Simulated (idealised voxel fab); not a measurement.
Name of the process module below: voxel gate over fins
FYI the section here is cut, 255 nm wide, cells are 5 nm squares.
Cross-section, as written here: a square-cell grid given band by band from the top down, where a band holds one or more rows of cells. It is stipulated that each band's entry specify, in nanometres, the height of the top of the band and then that of its bottom, followed by the materials of the band in left-to-right sequence, each together with its width in nanometres. A single material marked by the word "edge to edge" is understood to fill the band from edge to edge; the word "air" is understood to denote empty space. For the purposes of this specification, 0 denotes the height below which the wafer in its as-received condition is composed wholly of one material, and the lowermost band, lacking a lower limit, extends downward without end, as expressed in "0 and below". The width entry "30 to 40" should be interpreted row by row: the top row of cells in the band takes the first number, the bottom row takes the second number, and the change between adjacent rows is uniform throughout. "all unchanged" (step): cross-section cells unchanged, all of them. "Sealed void listing" specifies each empty space that is not open to the top and that occupies no fewer than 8 cells, using the form width x height at distance, the distance measured from the left edge and all three quantities in nm. after a step's settings: what the simulator itself notes on the step. A step's line can hold "overlay nm"; with a mask on that step, the setting says how far right of the planned place the mask lay, while a negative setting says it lay to the left.
Steps planned for the process:
1) RECEIVE | material Si
2) CONFORMAL_DEP | material SiN | thk nm 10
3) MASKED_ETCH | tone cover | mask id FINS | width nm 15 | pitch nm 60 | etch materials SiN | depth nm 10 | overlay nm 0
4) MASKED_ETCH | tone cover | mask id FINS | width nm 15 | pitch nm 60 | etch materials Si | depth nm 35 | overlay nm 0
5) OXIDIZE | depth nm 5
6) FILL_DEP | material SiO2 | thk nm 10
7) CMP | height nm 10
8) PATTERN | tone open | mask id RAIL | material resist | width nm 15 | thk nm 20 | overlay nm 0
9) DIRECTIONAL_ETCH | etch materials SiO2 | depth nm 40
10) STRIP | etch materials resist
11) CONFORMAL_DEP | material TiN | thk nm 5
12) FILL_DEP | material Ru | thk nm 5
13) CMP | height nm 10
14) SELECTIVE_ETCH | etch materials W Ru TiN | depth nm 30
15) FILL_DEP | material SiO2 | thk nm 5
16) CMP | height nm 10
17) SELECTIVE_ETCH | etch materials SiO2 | depth nm 25
18) STRIP | etch materials SiN
19) CONFORMAL_DEP | material HfO2 | thk nm 5
20) CONFORMAL_DEP | material TiN | thk nm 5
21) FILL_DEP | material W | thk nm 15
22) CMP | height nm 20
23) CONFORMAL_DEP | material SiCN | thk nm 10
Wafer, first of two, run as planned:
Delivered wafer in cross-section: state after step 1:
0 and below = Si edge to edge
Sealed void listing: none
Wafer after step 2 (cross-section):
10 down to 0 = SiN edge to edge
Everything below 0 is unchanged.
Wafer after step 3 (cross-section):
10 down to 0 = 60 of air, then 15 of SiN, then 45 of air, then 15 of SiN, then 45 of air, then 15 of SiN, then 60 of air
Everything below 0 is unchanged.
Wafer after step 4 (cross-section):
10 down to 0 = 60 of air, then 15 of SiN, then 45 of air, then 15 of SiN, then 45 of air, then 15 of SiN, then 60 of air
0 down to -35 = 60 of air, then 15 of Si, then 45 of air, then 15 of Si, then 45 of air, then 15 of Si, then 60 of air
Everything below -35 is unchanged.
Wafer after step 5 (cross-section):
10 down to 0 = 60 of air, then 15 of SiN, then 45 of air, then 15 of SiN, then 45 of air, then 15 of SiN, then 60 of air
0 down to -35 = 60 of air, then 5 of SiO2, then 5 of Si, then 5 of SiO2, then 45 of air, then 5 of SiO2, then 5 of Si, then 5 of SiO2, then 45 of air, then 5 of SiO2, then 5 of Si, then 5 of SiO2, then 60 of air
-35 down to -40 = 65 of SiO2, then 5 of Si, then 55 of SiO2, then 5 of Si, then 55 of SiO2, then 5 of Si, then 65 of SiO2
Everything below -40 is unchanged.
Wafer after step 6 (cross-section):
20 down to 10 = SiO2 edge to edge
10 down to 0 = 60 of SiO2, then 15 of SiN, then 45 of SiO2, then 15 of SiN, then 45 of SiO2, then 15 of SiN, then 60 of SiO2
0 down to -40 = 65 of SiO2, then 5 of Si, then 55 of SiO2, then 5 of Si, then 55 of SiO2, then 5 of Si, then 65 of SiO2
Everything below -40 is unchanged.
Wafer after step 7 (cross-section):
10 down to 0 = 60 of SiO2, then 15 of SiN, then 45 of SiO2, then 15 of SiN, then 45 of SiO2, then 15 of SiN, then 60 of SiO2
Everything below 0 is unchanged.
Wafer after step 8 (cross-section):
30 down to 10 = 90 of resist, then 15 of air, then 150 of resist
Everything below 10 is unchanged.
Wafer after step 9 (cross-section):
30 down to 10 = 90 of resist, then 15 of air, then 150 of resist
10 down to 0 = 60 of SiO2, then 15 of SiN, then 15 of SiO2, then 15 of air, then 15 of SiO2, then 15 of SiN, then 45 of SiO2, then 15 of SiN, then 60 of SiO2
0 down to -30 = 65 of SiO2, then 5 of Si, then 20 of SiO2, then 15 of air, then 20 of SiO2, then 5 of Si, then 55 of SiO2, then 5 of Si, then 65 of SiO2
Everything below -30 is unchanged.
Wafer after step 10 (cross-section):
10 down to 0 = 60 of SiO2, then 15 of SiN, then 15 of SiO2, then 15 of air, then 15 of SiO2, then 15 of SiN, then 45 of SiO2, then 15 of SiN, then 60 of SiO2
Everything below 0 is unchanged.
Wafer after step 11 (cross-section):
15 down to 10 = 95 of TiN, then 5 of air, then 155 of TiN
10 down to 0 = 60 of SiO2, then 15 of SiN, then 15 of SiO2, then 5 of TiN, then 5 of air, then 5 of TiN, then 15 of SiO2, then 15 of SiN, then 45 of SiO2, then 15 of SiN, then 60 of SiO2
0 down to -25 = 65 of SiO2, then 5 of Si, then 20 of SiO2, then 5 of TiN, then 5 of air, then 5 of TiN, then 20 of SiO2, then 5 of Si, then 55 of SiO2, then 5 of Si, then 65 of SiO2
-25 down to -30 = 65 of SiO2, then 5 of Si, then 20 of SiO2, then 15 of TiN, then 20 of SiO2, then 5 of Si, then 55 of SiO2, then 5 of Si, then 65 of SiO2
Everything below -30 is unchanged.
Wafer after step 12 (cross-section):
20 down to 15 = Ru edge to edge
15 down to 10 = 95 of TiN, then 5 of Ru, then 155 of TiN
10 down to 0 = 60 of SiO2, then 15 of SiN, then 15 of SiO2, then 5 of TiN, then 5 of Ru, then 5 of TiN, then 15 of SiO2, then 15 of SiN, then 45 of SiO2, then 15 of SiN, then 60 of SiO2
0 down to -25 = 65 of SiO2, then 5 of Si, then 20 of SiO2, then 5 of TiN, then 5 of Ru, then 5 of TiN, then 20 of SiO2, then 5 of Si, then 55 of SiO2, then 5 of Si, then 65 of SiO2
Everything below -25 is unchanged.
Wafer after step 13 (cross-section):
10 down to 0 = 60 of SiO2, then 15 of SiN, then 15 of SiO2, then 5 of TiN, then 5 of Ru, then 5 of TiN, then 15 of SiO2, then 15 of SiN, then 45 of SiO2, then 15 of SiN, then 60 of SiO2
Everything below 0 is unchanged.
Wafer after step 14 (cross-section):
10 down to 0 = 60 of SiO2, then 15 of SiN, then 15 of SiO2, then 15 of air, then 15 of SiO2, then 15 of SiN, then 45 of SiO2, then 15 of SiN, then 60 of SiO2
0 down to -20 = 65 of SiO2, then 5 of Si, then 20 of SiO2, then 15 of air, then 20 of SiO2, then 5 of Si, then 55 of SiO2, then 5 of Si, then 65 of SiO2
Everything below -20 is unchanged.
Wafer after step 15 (cross-section):
15 down to 10 = SiO2 edge to edge
10 down to 0 = 60 of SiO2, then 15 of SiN, then 45 of SiO2, then 15 of SiN, then 45 of SiO2, then 15 of SiN, then 60 of SiO2
0 down to -20 = 65 of SiO2, then 5 of Si, then 55 of SiO2, then 5 of Si, then 55 of SiO2, then 5 of Si, then 65 of SiO2
Everything below -20 is unchanged.
Wafer after step 16 (cross-section):
10 down to 0 = 60 of SiO2, then 15 of SiN, then 45 of SiO2, then 15 of SiN, then 45 of SiO2, then 15 of SiN, then 60 of SiO2
Everything below 0 is unchanged.
Wafer after step 17 (cross-section):
10 down to 0 = 60 of air, then 15 of SiN, then 45 of air, then 15 of SiN, then 45 of air, then 15 of SiN, then 60 of air
0 down to -15 = 65 of air, then 5 of Si, then 55 of air, then 5 of Si, then 55 of air, then 5 of Si, then 65 of air
Everything below -15 is unchanged.
Wafer after step 18 (cross-section):
0 down to -15 = 65 of air, then 5 of Si, then 55 of air, then 5 of Si, then 55 of air, then 5 of Si, then 65 of air
Everything below -15 is unchanged.
Wafer after step 19 (cross-section):
5 down to 0 = 60 of air, then 15 of HfO2, then 45 of air, then 15 of HfO2, then 45 of air, then 15 of HfO2, then 60 of air
0 down to -10 = 60 of air, then 5 of HfO2, then 5 of Si, then 5 of HfO2, then 45 of air, then 5 of HfO2, then 5 of Si, then 5 of HfO2, then 45 of air, then 5 of HfO2, then 5 of Si, then 5 of HfO2, then 60 of air
-10 down to -15 = 65 of HfO2, then 5 of Si, then 55 of HfO2, then 5 of Si, then 55 of HfO2, then 5 of Si, then 65 of HfO2
Everything below -15 is unchanged.
Wafer after step 20 (cross-section):
10 down to 5 = 55 of air, then 25 of TiN, then 35 of air, then 25 of TiN, then 35 of air, then 25 of TiN, then 55 of air
5 down to 0 = 55 of air, then 5 of TiN, then 15 of HfO2, then 5 of TiN, then 35 of air, then 5 of TiN, then 15 of HfO2, then 5 of TiN, then 35 of air, then 5 of TiN, then 15 of HfO2, then 5 of TiN, then 55 of air
0 down to -5 = 55 of air, then 5 of TiN, then 5 of HfO2, then 5 of Si, then 5 of HfO2, then 5 of TiN, then 35 of air, then 5 of TiN, then 5 of HfO2, then 5 of Si, then 5 of HfO2, then 5 of TiN, then 35 of air, then 5 of TiN, then 5 of HfO2, then 5 of Si, then 5 of HfO2, then 5 of TiN, then 55 of air
-5 down to -10 = 60 of TiN, then 5 of HfO2, then 5 of Si, then 5 of HfO2, then 45 of TiN, then 5 of HfO2, then 5 of Si, then 5 of HfO2, then 45 of TiN, then 5 of HfO2, then 5 of Si, then 5 of HfO2, then 60 of TiN
Everything below -10 is unchanged.
Wafer after step 21 (cross-section):
25 down to 10 = W edge to edge
10 down to 5 = 55 of W, then 25 of TiN, then 35 of W, then 25 of TiN, then 35 of W, then 25 of TiN, then 55 of W
5 down to 0 = 55 of W, then 5 of TiN, then 15 of HfO2, then 5 of TiN, then 35 of W, then 5 of TiN, then 15 of HfO2, then 5 of TiN, then 35 of W, then 5 of TiN, then 15 of HfO2, then 5 of TiN, then 55 of W
0 down to -5 = 55 of W, then 5 of TiN, then 5 of HfO2, then 5 of Si, then 5 of HfO2, then 5 of TiN, then 35 of W, then 5 of TiN, then 5 of HfO2, then 5 of Si, then 5 of HfO2, then 5 of TiN, then 35 of W, then 5 of TiN, then 5 of HfO2, then 5 of Si, then 5 of HfO2, then 5 of TiN, then 55 of W
Everything below -5 is unchanged.
Wafer after step 22 (cross-section):
20 down to 10 = W edge to edge
Everything below 10 is unchanged.
Wafer after step 23 (cross-section):
30 down to 20 = SiCN edge to edge
Everything below 20 is unchanged.
Wafer two: like wafer one in start and plan, but with one mistake in execution; identical up to and including step 18:
Second wafer shown in cross-section at the time step 19 was slated to end: all unchanged
Second wafer shown in cross-section at the time step 20 was slated to end:
5 down to 0 = 60 of air, then 15 of TiN, then 45 of air, then 15 of TiN, then 45 of air, then 15 of TiN, then 60 of air
0 down to -10 = 60 of air, then 5 of TiN, then 5 of Si, then 5 of TiN, then 45 of air, then 5 of TiN, then 5 of Si, then 5 of TiN, then 45 of air, then 5 of TiN, then 5 of Si, then 5 of TiN, then 60 of air
-10 down to -15 = 65 of TiN, then 5 of Si, then 55 of TiN, then 5 of Si, then 55 of TiN, then 5 of Si, then 65 of TiN
Everything below -15 is unchanged.
Second wafer shown in cross-section at the time step 21 was slated to end:
20 down to 5 = W edge to edge
5 down to 0 = 60 of W, then 15 of TiN, then 45 of W, then 15 of TiN, then 45 of W, then 15 of TiN, then 60 of W
0 down to -10 = 60 of W, then 5 of TiN, then 5 of Si, then 5 of TiN, then 45 of W, then 5 of TiN, then 5 of Si, then 5 of TiN, then 45 of W, then 5 of TiN, then 5 of Si, then 5 of TiN, then 60 of W
Everything below -10 is unchanged.
Second wafer shown in cross-section at the time step 22 was slated to end: all unchanged
Second wafer shown in cross-section at the time step 23 was slated to end:
30 down to 20 = SiCN edge to edge
Everything below 20 is unchanged.
Which mistake was made when the wafer was run? step 19 from the plan never happened, it was just skipped
End check, counted in cells, second wafer has more or fewer of these materials than the first: HfO2: 69 fewer; W: 69 more
